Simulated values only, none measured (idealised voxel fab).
The following is a process module called voxel ribs on slabs.
FYI the section here is cut, 235 nm wide, cells are 5 nm squares.
Cross-sections here: square-cell grids, written as top-down lists of bands, a band being one or more rows of cells. Band: top height; bottom height; in nm. Then, left to right: material with width in nm, for each material. "all across": a single material spanning edge to edge. "air": empty space. All heights in this document are referenced to 0, defined as the level beneath which the wafer, as received, consists entirely of one material. The lowest band is not bounded below; it extends indefinitely downward and is written in the form "0 nm and below". Top row gets the first number, bottom row gets the second, and each row in between changes by the same step: that is how a band width like "30->40" works. Where the words "nothing different" appear for a step, the cross-section shows no cell changed by that step; every cell remained as before. Entry "Sealed internal voids" = empty spaces >= 8 cells with no open way to the top; each as width x height at distance, distance from left edge, all nm. Anything after a step's settings on that line? It's the simulator's own note about the step. The optional step-line setting "overlay nm" applies to steps with a mask and quantifies how far to the right of its planned location the mask lay, a negative value indicating leftward placement.

Here's what the planned process steps look like:
1 op RECEIVE | material Si
2 op DIRECTIONAL_DEP | material SiO2 | thk nm 25
3 op DIRECTIONAL_DEP | material polySi | thk nm 20
4 op MASKED_ETCH | tone cover | mask id RIB | width nm 20 | etch materials polySi | depth nm 5 | overlay nm 0
5 op MASKED_ETCH | tone cover | mask id SLAB | width nm 70 | etch materials polySi | depth nm 15 | overlay nm 0
6 op FILL_DEP | material SiO2 | thk nm 25
7 op CMP | height nm 65
8 op DIRECTIONAL_DEP | material TiN | thk nm 5
9 op PATTERN | tone cover | mask id HEATER | material resist | width nm 30 | thk nm 20 | overlay nm 0
10 op DIRECTIONAL_ETCH | etch materials TiN | depth nm 5
11 op STRIP | etch materials resist
12 op CONFORMAL_DEP | material SiO2 | thk nm 5

This is the cross-section of the wafer as we received it, i.e. after step 1:
	0 nm and below: Si all across
	Sealed internal voids: none

The first of two wafers, cross-sectioned at the end of the module, with the run proceeding as planned:
	75 nm to 70 nm: air=95, then SiO2=40, then air=100
	70 nm to 65 nm: SiO2=100, then TiN=30, then SiO2=105
	65 nm to 45 nm: SiO2 all across
	45 nm to 40 nm: SiO2=105, then polySi=20, then SiO2=110
	40 nm to 25 nm: SiO2=80, then polySi=70, then SiO2=85
	25 nm to 0 nm: SiO2 all across
	0 nm and below: Si all across
	Sealed internal voids: none

Second wafer through the module, sectioned at the end: same beginning and same plan as the first wafer, with one mistake in carrying it out:
	75 nm to 70 nm: air=95, then SiO2=40, then air=100
	70 nm to 65 nm: SiO2=100, then TiN=30, then SiO2=105
	65 nm to 50 nm: SiO2=80, then polySi=70, then SiO2=85
	50 nm to 0 nm: SiO2 all across
	0 nm and below: Si all across
	Sealed internal voids: none
Which mistake was made when the wafer was run? twice over, step 2 of the plan was run
Once processing is complete, comparing cell counts shows that the second wafer has more or fewer of certain materials than the first: +4 SiO2 | -4 polySi
